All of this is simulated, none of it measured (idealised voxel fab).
You're looking at the process module voxel wiring stack.
Cross-sectional view cut (width: 160 nm; square cell size: 5 nm).
How to read a cross-section here: the picture is a grid of square cells, written as bands going from the top down, and any band can span one or more rows of cells.
Heads up on the band format: heights come first, top then bottom, in nm. After that it's the materials left to right, each with its width in nm. A single material flagged "full width" fills the whole band edge to edge, and "air" means there's empty space there.
A quick word on heights: they are counted from 0, and under that level the wafer as it came to us is one material throughout. The lowest band is different from the rest in having no bottom; it simply continues downward, written as in "top 0, no bottom".
So if you see something like "30 to 40" for the width, read it as the top row of the band sitting at the first number and the bottom row at the second, with every row in between moving by the same amount as the last.
Where a step carries "remained the same", the cross-section came out of it unchanged, cell for cell.
Basically, "Non-vented voids" tells you about the enclosed voids: empty spaces with no open way to the top, 8 cells or bigger, each written width x height at distance, where distance is from the left edge, all in nm.
If you see something after the settings on a step's line, that's the simulator's own remark about that step.
overlay nm: where the mask lay relative to plan, measured to the right, on steps with a mask; negatives go left.

**Planned process steps**
1,RECEIVE (material Si)
2,CONFORMAL_DEP (material SiO2; thk nm 15)
3,CONFORMAL_DEP (material SiN; thk nm 5)
4,DIRECTIONAL_DEP (material SiO2; thk nm 15)
5,PATTERN (tone open; mask id METAL_1; material resist; width nm 30; pitch nm 45; thk nm 15; overlay nm 0)
6,DIRECTIONAL_ETCH (etch materials SiO2; depth nm 15)
7,DIRECTIONAL_ETCH (etch materials SiN; depth nm 5)
8,STRIP (etch materials resist)
9,CONFORMAL_DEP (material TiN; thk nm 5)
10,FILL_DEP (material W; thk nm 10)
11,CMP (height nm 35)
12,CONFORMAL_DEP (material SiCN; thk nm 5)
13,DIRECTIONAL_DEP (material SiO2; thk nm 20)
14,PATTERN (tone open; mask id PLUG_1; material resist; width nm 15; thk nm 15; overlay nm 0)
15,DIRECTIONAL_ETCH (etch materials SiO2; depth nm 20)
16,DIRECTIONAL_ETCH (etch materials SiCN; depth nm 5)
17,STRIP (etch materials resist)
18,EPI (material Ru; thk nm 10)
19,EPI (material Ru; thk nm 10)
20,EPI (material Ru; thk nm 5)
21,CONFORMAL_DEP (material SiCN; thk nm 5)
22,DIRECTIONAL_DEP (material SiO2; thk nm 15)
23,PATTERN (tone open; mask id METAL_2; material resist; width nm 30; pitch nm 45; thk nm 20; overlay nm 0)
24,DIRECTIONAL_ETCH (etch materials SiO2; depth nm 15)
25,DIRECTIONAL_ETCH (etch materials SiCN; depth nm 5)
26,STRIP (etch materials resist)
27,CONFORMAL_DEP (material TiN; thk nm 5)
28,FILL_DEP (material Ru; thk nm 5)
29,CMP (height nm 80)
30,CONFORMAL_DEP (material SiCN; thk nm 5)
31,DIRECTIONAL_DEP (material lowk; thk nm 15)
32,PATTERN (tone open; mask id PLUG_2; material resist; width nm 15; thk nm 15; overlay nm 0)
33,DIRECTIONAL_ETCH (etch materials lowk; depth nm 15)
34,DIRECTIONAL_ETCH (etch materials SiCN; depth nm 5)
35,STRIP (etch materials resist)
36,CONFORMAL_DEP (material TiN; thk nm 5)
37,FILL_DEP (material Ru; thk nm 10)
38,CMP (height nm 100)
39,CONFORMAL_DEP (material SiN; thk nm 5)
40,DIRECTIONAL_DEP (material lowk; thk nm 25)
41,PATTERN (tone open; mask id METAL_3; material resist; width nm 30; pitch nm 45; thk nm 15; overlay nm 0)
42,DIRECTIONAL_ETCH (etch materials lowk; depth nm 25)
43,DIRECTIONAL_ETCH (etch materials SiN; depth nm 5)
44,STRIP (etch materials resist)
45,CONFORMAL_DEP (material TiN; thk nm 5)
46,FILL_DEP (material W; thk nm 10)
47,CMP (height nm 130)
48,CONFORMAL_DEP (material SiCN; thk nm 5)

**Incoming wafer in cross-section (state: after step 1)**
	top 0, no bottom  Si full width
	Non-vented voids: none

**End-of-module cross-section of the first of two wafers, processed as planned**
	top 135, bottom 130  SiCN full width
	top 130, bottom 105  40 of lowk | 5 of TiN | 20 of W | 5 of TiN | 15 of lowk | 5 of TiN | 20 of W | 5 of TiN | 45 of lowk
	top 105, bottom 100  40 of SiN | 30 of TiN | 15 of SiN | 30 of TiN | 45 of SiN
	top 100, bottom 85  40 of lowk | 5 of TiN | 5 of Ru | 5 of TiN | 105 of lowk
	top 85, bottom 80  40 of SiCN | 15 of TiN | 105 of SiCN
	top 80, bottom 65  40 of SiO2 | 5 of TiN | 20 of Ru | 5 of TiN | 15 of SiO2 | 5 of TiN | 20 of Ru | 5 of TiN | 45 of SiO2
	top 65, bottom 60  40 of SiCN | 30 of TiN | 15 of SiCN | 30 of TiN | 45 of SiCN
	top 60, bottom 40  40 of SiO2 | 15 of Ru | 105 of SiO2
	top 40, bottom 35  40 of SiCN | 15 of Ru | 105 of SiCN
	top 35, bottom 20  40 of SiO2 | 5 of TiN | 20 of W | 5 of TiN | 15 of SiO2 | 5 of TiN | 20 of W | 5 of TiN | 45 of SiO2
	top 20, bottom 15  40 of SiN | 30 of TiN | 15 of SiN | 30 of TiN | 45 of SiN
	top 15, bottom 0  SiO2 full width
	top 0, no bottom  Si full width
	Non-vented voids: none

**Module end: cross-section of wafer two of two. Same start and process plan as the first wafer. One mistake during execution**
	top 135, bottom 130  SiCN full width
	top 130, bottom 105  40 of lowk | 5 of TiN | 20 of W | 5 of TiN | 15 of lowk | 5 of TiN | 20 of W | 5 of TiN | 45 of lowk
	top 105, bottom 100  40 of SiN | 30 of TiN | 15 of SiN | 30 of TiN | 45 of SiN
	top 100, bottom 95  40 of SiCN | 15 of TiN | 105 of SiCN
	top 95, bottom 80  lowk full width
	top 80, bottom 65  40 of SiO2 | 5 of TiN | 20 of Ru | 5 of TiN | 15 of SiO2 | 5 of TiN | 20 of Ru | 5 of TiN | 45 of SiO2
	top 65, bottom 60  40 of SiCN | 30 of TiN | 15 of SiCN | 30 of TiN | 45 of SiCN
	top 60, bottom 40  40 of SiO2 | 15 of Ru | 105 of SiO2
	top 40, bottom 35  40 of SiCN | 15 of Ru | 105 of SiCN
	top 35, bottom 20  40 of SiO2 | 5 of TiN | 20 of W | 5 of TiN | 15 of SiO2 | 5 of TiN | 20 of W | 5 of TiN | 45 of SiO2
	top 20, bottom 15  40 of SiN | 30 of TiN | 15 of SiN | 30 of TiN | 45 of SiN
	top 15, bottom 0  SiO2 full width
	top 0, no bottom  Si full width
	Non-vented voids: none
Against the plan, the run slipped here: step 30 ran in the slot meant for step 31, and vice versa
Cell-count delta at end, second wafer over first, by material: Ru: 3 fewer; TiN: 6 fewer; lowk: 9 more
